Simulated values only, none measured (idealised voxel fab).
Name of the process module below: voxel fin reveal
Section shown: cut. Width: 265 nm. Cell size: 5 nm, square.
Cross-section spec: square-cell grid; bands listed top down; each band is one or more rows. Within each band entry, the heights of the top and of the bottom of the band appear first, in that order and in nm; the materials of the band then follow from left to right, each with its corresponding width in nm. The designation "throughout" on a single material indicates that it fills the band from edge to edge; the designation "empty" indicates empty space. Below 0: as-received wafer, all one material; heights counted from there. Lowest band: no bottom, goes on down, written "0 nm and below". Width: "30 to 40" (first number = top row, second number = bottom row, same change from row to row of cells). Step note "nothing got changed" = no cross-section cell changed. Enclosed voids (no open way to top), threshold 8 cells or more, entry "Completely enclosed voids", notation width x height at distance, distance from left edge, nm. Heads up: the bit after the settings on a step's line is the simulator's remark on that step. Each step line may optionally specify "overlay nm", which for a step with a mask gives the rightward distance between the mask's planned place and where it lay, a negative value indicating the leftward direction.
Planned step list for the process:
1) RECEIVE with material Si
2) CONFORMAL_DEP with material SiN, thk nm 10
3) DIRECTIONAL_DEP with material aC, thk nm 15
4) PATTERN with tone cover, mask id FINS, material resist, width nm 15, pitch nm 40, thk nm 35, overlay nm 0
5) DIRECTIONAL_ETCH with etch materials aC, depth nm 15
6) STRIP with etch materials resist
7) DIRECTIONAL_ETCH with etch materials SiN, depth nm 10
8) DIRECTIONAL_ETCH with etch materials Si, depth nm 30
9) STRIP with etch materials aC
10) OXIDIZE with depth nm 5
11) FILL_DEP with material SiO2, thk nm 10
12) CMP with height nm 10
13) SELECTIVE_ETCH with etch materials SiO2, depth nm 30
14) STRIP with etch materials SiN
15) CONFORMAL_DEP with material SiO2, thk nm 5
Shown in cross-section is the wafer as received, that is, as it stands after step 1:
- 0 nm and below | Si throughout
- Completely enclosed voids: none
First of two wafers: cross-section at end of module, run per plan:
- 5 nm to 0 nm | empty: 85, then SiO2: 15, then empty: 25, then SiO2: 15, then empty: 25, then SiO2: 15, then empty: 85
- 0 nm to -15 nm | empty: 85, then SiO2: 5, then Si: 5, then SiO2: 5, then empty: 25, then SiO2: 5, then Si: 5, then SiO2: 5, then empty: 25, then SiO2: 5, then Si: 5, then SiO2: 5, then empty: 85
- -15 nm to -35 nm | SiO2: 90, then Si: 5, then SiO2: 35, then Si: 5, then SiO2: 35, then Si: 5, then SiO2: 90
- -35 nm and below | Si throughout
- Completely enclosed voids: none
Wafer two (of two), end-of-module cross-section: start = wafer one, plan = wafer one, one run mistake:
- 0 nm to -20 nm | empty: 90, then Si: 5, then empty: 35, then Si: 5, then empty: 35, then Si: 5, then empty: 90
- -20 nm to -35 nm | SiO2: 90, then Si: 5, then SiO2: 35, then Si: 5, then SiO2: 35, then Si: 5, then SiO2: 90
- -35 nm and below | Si throughout
- Completely enclosed voids: none
Misprocessing identified: step 15 of the plan was jumped over and never run
Looking at both finished wafers in cells, the second ends up ahead of or behind the first on some materials: 77 fewer of SiO2
